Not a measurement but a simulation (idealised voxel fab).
Process module heading - voxel lift off
Pictured: cross-section cut, 180 nm wide, on a grid of 5 nm square cells.
This document writes a cross-section as a grid whose cells are square, and gives it as bands, listed from the top down; one or more rows of cells form a band.
A band entry consists of two parts. The first gives the height of the band's top and the height of its bottom, in nm. The rest lists the band's materials from left to right, each with its width in nm. A single material labelled with the word "everywhere" fills the band from edge to edge, and the word "empty" marks empty space.
Height 0 is the level under which the wafer as received is all one material. The lowest band goes on downwards, as in "0..down".
When a width is written as two numbers, as in "30..40", the first number is the width in the top row of cells of the band and the second is the width in its bottom row, and the width changes by the same amount from each row to the next.
Any step labelled "everything unchanged" changed none of the cells in the cross-section.
In the "Enclosed void catalog" entry, you get each enclosed empty space of 8 cells or more, one with no open way to the top, written width x height at distance, distance from the left edge, in nm.
What comes after the settings on a step's line is commentary from the simulator itself on that step.
What "overlay nm" on a step's line means: if the step has a mask, that mask lay this far to the right of its planned place, or, when the value is negative, to the left.
### The planned process steps are enumerated hereunder
step 1: RECEIVE with material Si
step 2: CONFORMAL_DEP with material SiO2, thk nm 10
step 3: PATTERN with tone open, mask id LINES, material resist, width nm 15, pitch nm 35, thk nm 15, overlay nm 0
step 4: DIRECTIONAL_DEP with material Ru, thk nm 5
step 5: STRIP with etch materials resist
step 6: CONFORMAL_DEP with material SiO2, thk nm 10
### Of two wafers, the first: run according to plan
### The cross-section here shows the wafer as received, i.e. in its state after step 1
- 0..down | Si everywhere
- Enclosed void catalog: none
### How the wafer stands in section after step 2
- 10..0 | SiO2 everywhere
- Heights below 0 show no change.
### How the wafer stands in section after step 3
- 25..10 | 45 of resist  15 of empty  20 of resist  15 of empty  20 of resist  15 of empty  50 of resist
- Heights below 10 show no change.
### How the wafer stands in section after step 4
- 30..25 | 45 of Ru  15 of empty  20 of Ru  15 of empty  20 of Ru  15 of empty  50 of Ru
- 25..15 | 45 of resist  15 of empty  20 of resist  15 of empty  20 of resist  15 of empty  50 of resist
- 15..10 | 45 of resist  15 of Ru  20 of resist  15 of Ru  20 of resist  15 of Ru  50 of resist
- Heights below 10 show no change.
### How the wafer stands in section after step 5
- 15..10 | 45 of empty  15 of Ru  20 of empty  15 of Ru  20 of empty  15 of Ru  50 of empty
- Heights below 10 show no change.
### How the wafer stands in section after step 6
- 25..20 | 35 of empty  105 of SiO2  40 of empty
- 20..15 | SiO2 everywhere
- 15..10 | 45 of SiO2  15 of Ru  20 of SiO2  15 of Ru  20 of SiO2  15 of Ru  50 of SiO2
- Heights below 10 show no change.
### Second Wafer (Identical Start and Plan, One Processing Error; Matches First Wafer Through Step 2)
### Cross-section of the second wafer corresponding to the planned conclusion of step 3
- 25..10 | 45 of empty  15 of resist  20 of empty  15 of resist  20 of empty  15 of resist  50 of empty
- Heights below 10 show no change.
### Cross-section of the second wafer corresponding to the planned conclusion of step 4
- 30..25 | 45 of empty  15 of Ru  20 of empty  15 of Ru  20 of empty  15 of Ru  50 of empty
- 25..15 | 45 of empty  15 of resist  20 of empty  15 of resist  20 of empty  15 of resist  50 of empty
- 15..10 | 45 of Ru  15 of resist  20 of Ru  15 of resist  20 of Ru  15 of resist  50 of Ru
- Heights below 10 show no change.
### Cross-section of the second wafer corresponding to the planned conclusion of step 5
- 15..10 | 45 of Ru  15 of empty  20 of Ru  15 of empty  20 of Ru  15 of empty  50 of Ru
- Heights below 10 show no change.
### Cross-section of the second wafer corresponding to the planned conclusion of step 6
- 25..15 | SiO2 everywhere
- 15..10 | 45 of Ru  15 of SiO2  20 of Ru  15 of SiO2  20 of Ru  15 of SiO2  50 of Ru
- Heights below 10 show no change.
Plan not followed: in deviation from the planned setting, step 3 was conducted as PATTERN with tone cover, mask id LINES, material resist, width nm 15, pitch nm 35, thk nm 15, overlay nm 0
At the finish, the second wafer shows more or fewer cells for some materials than the first does: Ru +18; SiO2 -3
